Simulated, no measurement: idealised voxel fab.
The process module presented herein is designated voxel capacitor over wiring.
Square cell edge 5 nm, section width 295 nm, ID cut.
Just so we're on the same page, the cross-sections are grids of square cells, and they're listed out in bands top to bottom, each band one or more rows deep. Basically the band line says how high the top is and how high the bottom is, in nm, and then what's in it from left to right, every material with its width in nm. Empty space shows up as "blank", and if a single material carries "edge to edge" it runs the full band edge to edge. The level at which height equals 0 is the one under which the wafer, as it arrives, is entirely one material. No lower edge exists for the bottom band, which continues downward and is notated as in "0..down". Top row gets the first number, bottom row gets the second, and each row in between changes by the same step: that is how a band width like "30->40" works. Where the words "same as before" appear for a step, the cross-section shows no cell changed by that step; every cell remained as before. Reported under the label "Sealed internal cavities" are the empty spaces having no open way to the top and comprising 8 cells or more; the notation for each is width x height at distance, in which the distance is measured from the left edge and all three values are in nm. Formally, on a step line, whatever follows the settings is a remark that the simulator itself makes on the step. What "overlay nm" on a step's line means: if the step has a mask, that mask lay this far to the right of its planned place, or, when the value is negative, to the left.
PROCESS STEPS - PLAN
1,RECEIVE [material Si]
2,CONFORMAL_DEP [material SiO2] [thk nm 10]
3,CONFORMAL_DEP [material SiCN] [thk nm 5]
4,DIRECTIONAL_DEP [material SiO2] [thk nm 25]
5,MASKED_ETCH [tone open] [mask id METAL_1] [width nm 20] [pitch nm 85] [etch materials SiO2] [depth nm 25] [overlay nm 0]
6,MASKED_ETCH [tone open] [mask id METAL_1] [width nm 20] [pitch nm 85] [etch materials SiCN] [depth nm 5] [overlay nm 0]
7,CONFORMAL_DEP [material TiN] [thk nm 5]
8,FILL_DEP [material W] [thk nm 5]
9,CMP [height nm 40]
10,CONFORMAL_DEP [material SiCN] [thk nm 5]
11,DIRECTIONAL_DEP [material lowk] [thk nm 10]
12,DIRECTIONAL_DEP [material aC] [thk nm 10]
13,PATTERN [tone open] [mask id PLUG_1] [material resist] [width nm 15] [thk nm 30] [overlay nm 0]
14,DIRECTIONAL_ETCH [etch materials aC] [depth nm 10]
15,STRIP [etch materials resist]
16,DIRECTIONAL_ETCH [etch materials lowk] [depth nm 10]
17,DIRECTIONAL_ETCH [etch materials SiCN] [depth nm 5]
18,STRIP [etch materials aC]
19,EPI [material Ru] [thk nm 10]
20,EPI [material Ru] [thk nm 5]
21,DIRECTIONAL_DEP [material TiN] [thk nm 10]
22,DIRECTIONAL_DEP [material HfO2] [thk nm 5]
23,DIRECTIONAL_DEP [material TiN] [thk nm 5]
24,MASKED_ETCH [tone cover] [mask id UPPER_PLATE] [width nm 70] [etch materials TiN] [depth nm 5] [overlay nm 0]
25,MASKED_ETCH [tone cover] [mask id UPPER_PLATE] [width nm 70] [etch materials HfO2] [depth nm 5] [overlay nm 0]
26,MASKED_ETCH [tone cover] [mask id LOWER_PLATE] [width nm 80] [etch materials TiN] [depth nm 10] [overlay nm 0]
27,FILL_DEP [material SiO2] [thk nm 15]
28,CMP [height nm 85]
29,PATTERN [tone open] [mask id PLUG_2] [material resist] [width nm 15] [thk nm 20] [overlay nm 0]
30,DIRECTIONAL_ETCH [etch materials SiO2] [depth nm 10]
31,STRIP [etch materials resist]
32,CONFORMAL_DEP [material TiN] [thk nm 5]
33,FILL_DEP [material Ru] [thk nm 5]
34,CMP [height nm 85]
35,CONFORMAL_DEP [material SiCN] [thk nm 5]
DELIVERED WAFER IN CROSS-SECTION: STATE AFTER STEP 1
* 0..down  Si edge to edge
* Sealed internal cavities: none
MODULE COMPLETE, CROSS-SECTION. STARTING POINT AND PLAN PER ABOVE. ONE MISTAKE MADE IN RUNNING THE MODULE
* 90..85  SiCN edge to edge
* 85..80  SiO2 (110) / TiN (5) / Ru (5) / TiN (5) / SiO2 (170)
* 80..70  SiO2 (110->100) / TiN (15->70) / SiO2 (170->125)
* 70..65  SiO2 (100) / HfO2 (70) / SiO2 (125)
* 65..55  SiO2 (95) / TiN (80) / SiO2 (120)
* 55..45  lowk (100) / Ru (15) / lowk (180)
* 45..40  SiCN (100) / Ru (15) / SiCN (180)
* 40..20  SiO2 (100) / TiN (5) / W (10) / TiN (5) / SiO2 (65) / TiN (5) / W (10) / TiN (5) / SiO2 (90)
* 20..15  SiO2 (100) / TiN (5) / W (5) / TiN (10) / SiO2 (65) / TiN (5) / W (5) / TiN (10) / SiO2 (90)
* 15..10  SiCN (100) / TiN (15) / SiCN (70) / TiN (15) / SiCN (95)
* 10..0  SiO2 edge to edge
* 0..down  Si edge to edge
* Sealed internal cavities: none
What went wrong in running the wafer? so step 5 ended up running with a different setting than we planned, it ran as MASKED_ETCH [tone open] [mask id METAL_1] [width nm 20] [pitch nm 85] [etch materials SiO2] [depth nm 25] [overlay nm 5]
